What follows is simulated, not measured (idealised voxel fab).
Herein follows the process module entitled voxel double patterning.
Square cell edge 5 nm, section width 230 nm, ID cut.
If you're reading a cross-section in this doc, picture square cells in a grid; it comes to you as bands, top ones listed first down to the bottom, and a band can be one or more rows of cells.
What a band's entry tells you: where the top is and where the bottom is, as heights in nm, and after that what lies inside, material by material from left to right, each with its width in nm. Empty space is written as the word "empty", and a single material marked with the word "all across" occupies the band from edge to edge.
A quick word on heights: they are counted from 0, and under that level the wafer as it came to us is one material throughout. The lowest band is different from the rest in having no bottom; it simply continues downward, written as in "0 -> down".
The two numbers in a width such as "30->40" mark its ends across the band: the first belongs to the top row of cells, the second to the bottom row, and from each row to the next the width moves by the same amount.
It should be understood that the words "nothing changed", when stated for a given step, signify that the cross-section underwent no change in any of its cells during that step.
In the "Cavities, closed" entry, you get each enclosed empty space of 8 cells or more, one with no open way to the top, written width x height at distance, distance from the left edge, in nm.
Read whatever lies past the settings on a step's line as the simulator's own remark about the step.
The line of a step may include "overlay nm". On a step with a mask, this value is how far to the right of its planned place the mask lay. A negative value means the mask lay to the left.

Process steps (planned):
1. op RECEIVE | material Si
2. op CONFORMAL_DEP | material SiO2 | thk nm 10
3. op DIRECTIONAL_DEP | material W | thk nm 5
4. op DIRECTIONAL_DEP | material SiCN | thk nm 5
5. op MASKED_ETCH | tone open | mask id FIRST | width nm 15 | pitch nm 50 | etch materials SiCN | depth nm 5 | overlay nm 0
6. op DIRECTIONAL_DEP | material aC | thk nm 10
7. op PATTERN | tone open | mask id SECOND | material resist | width nm 15 | pitch nm 50 | thk nm 30 | overlay nm 0
8. op DIRECTIONAL_ETCH | etch materials aC | depth nm 10
9. op STRIP | etch materials resist
10. op DIRECTIONAL_ETCH | etch materials SiCN | depth nm 5
11. op STRIP | etch materials aC
12. op DIRECTIONAL_ETCH | etch materials W | depth nm 15
13. op STRIP | etch materials SiCN
The plan's step 3 thk nm is the first wafer's value; the wafers differ in this setting and start identical.

As-received cross-section, first of several wafers, post step 1:
- 0 -> down: Si all across
- Cavities, closed: none

Module finished, last step 13 done: cross-section of the first of several wafers:
- 15 -> 10: W=55 | empty=15 | W=10 | empty=15 | W=10 | empty=15 | W=10 | empty=15 | W=10 | empty=15 | W=60
- 10 -> 0: SiO2 all across
- 0 -> down: Si all across
- Cavities, closed: none

Of the several wafers, the last: cross-section at the end of the module:
- 40 -> 25: W=55 | empty=15 | W=10 | empty=15 | W=10 | empty=15 | W=10 | empty=15 | W=10 | empty=15 | W=60
- 25 -> 10: W all across
- 10 -> 0: SiO2 all across
- 0 -> down: Si all across
- Cavities, closed: none

The following table contains a row per wafer, in which are reported, at the conclusion of the module, the cells of each material gained (+) or lost (-) since the wafer's receipt, with its closed voids given thereafter:
thk nm 5; +92 SiO2; +31 W; Cavities, closed: none
thk nm 10; +92 SiO2; +62 W; Cavities, closed: none
thk nm 15; +92 SiO2; +93 W; Cavities, closed: none
thk nm 20; +92 SiO2; +139 W; Cavities, closed: none
thk nm 25; +92 SiO2; +185 W; Cavities, closed: none
thk nm 30; +92 SiO2; +231 W; Cavities, closed: none
